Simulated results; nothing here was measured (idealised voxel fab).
The document below concerns the process module designated voxel ribs on slabs.
The figure presents cross-section cut, which has a width of 290 nm and is divided into square cells with an edge length of 5 nm.
Think of the cross-section as a grid of square cells. We describe it in bands, top to bottom, and each band covers one or more rows of those cells. Each band's line starts with the height of the band's top and of its bottom, in nm. Then come its materials from left to right, each with its width in nm. One material with "full width" fills the band from edge to edge. "blank" is empty space. Height 0 is the level under which the wafer as received is all one material. The lowest band goes on downwards, as in "0 down". The notation "30->40" denotes a width that varies across the rows of cells in the band, beginning at the first number in the top row, finishing at the second number in the bottom row, and changing by an identical amount from each row to the next. Step marked "remained the same"? Then no cell in the cross-section changed in it. "Completely enclosed voids" enumerates empty spaces isolated from the top, with no open way to it, that contain at least 8 cells, giving each as width x height at distance from the left edge, all three in nm. Text after the settings on a step's line: the simulator's own remark on that step. Among the settings permitted on a step's line is "overlay nm"; applied to a step with a mask, it specifies the extent to which the mask lay to the right of its planned position, whereas a negative figure signifies a position to the left.

[Planned process steps]
1. RECEIVE,material Si
2. DIRECTIONAL_DEP,material SiO2,thk nm 30
3. DIRECTIONAL_DEP,material SiN,thk nm 25
4. MASKED_ETCH,tone cover,mask id RIB,width nm 20,etch materials SiN,depth nm 10,overlay nm 0
5. MASKED_ETCH,tone cover,mask id SLAB,width nm 80,etch materials SiN,depth nm 15,overlay nm -15
6. FILL_DEP,material SiO2,thk nm 20
7. CMP,height nm 70
8. DIRECTIONAL_DEP,material W,thk nm 5
9. MASKED_ETCH,tone cover,mask id HEATER,width nm 30,etch materials W,depth nm 5,overlay nm 0
10. CONFORMAL_DEP,material SiO2,thk nm 5
Every wafer here starts from the same state; it is the step 5 overlay nm that distinguishes them, and the value the plan gives belongs to the first wafer.

[Incoming state of the first of several wafers in cross-section: after step 1]
  0 down  Si full width
  Completely enclosed voids: none

[Cross-sectional representation of the first of several wafers at the end of the module, i.e. after its terminal step, step 10]
  80 to 75  125 nm blank / 40 nm SiO2 / 125 nm blank
  75 to 70  130 nm SiO2 / 30 nm W / 130 nm SiO2
  70 to 55  SiO2 full width
  55 to 45  135 nm SiO2 / 20 nm SiN / 135 nm SiO2
  45 to 30  90 nm SiO2 / 80 nm SiN / 120 nm SiO2
  30 to 0  SiO2 full width
  0 down  Si full width
  Completely enclosed voids: none

[Module end, final wafer: cross-section]
  80 to 75  125 nm blank / 40 nm SiO2 / 125 nm blank
  75 to 70  130 nm SiO2 / 30 nm W / 130 nm SiO2
  70 to 55  SiO2 full width
  55 to 45  135 nm SiO2 / 20 nm SiN / 135 nm SiO2
  45 to 30  120 nm SiO2 / 80 nm SiN / 90 nm SiO2
  30 to 0  SiO2 full width
  0 down  Si full width
  Completely enclosed voids: none

[Per wafer (row), end of module: delta in cells per material since receipt, (+) for gained, (-) for lost; closed voids after that]
overlay nm -15; +56 SiN; +816 SiO2; +6 W; Completely enclosed voids: none
overlay nm -10; +56 SiN; +816 SiO2; +6 W; Completely enclosed voids: none
overlay nm -5; +56 SiN; +816 SiO2; +6 W; Completely enclosed voids: none
overlay nm 0; +56 SiN; +816 SiO2; +6 W; Completely enclosed voids: none
overlay nm 5; +56 SiN; +816 SiO2; +6 W; Completely enclosed voids: none
overlay nm 10; +56 SiN; +816 SiO2; +6 W; Completely enclosed voids: none
overlay nm 15; +56 SiN; +816 SiO2; +6 W; Completely enclosed voids: none
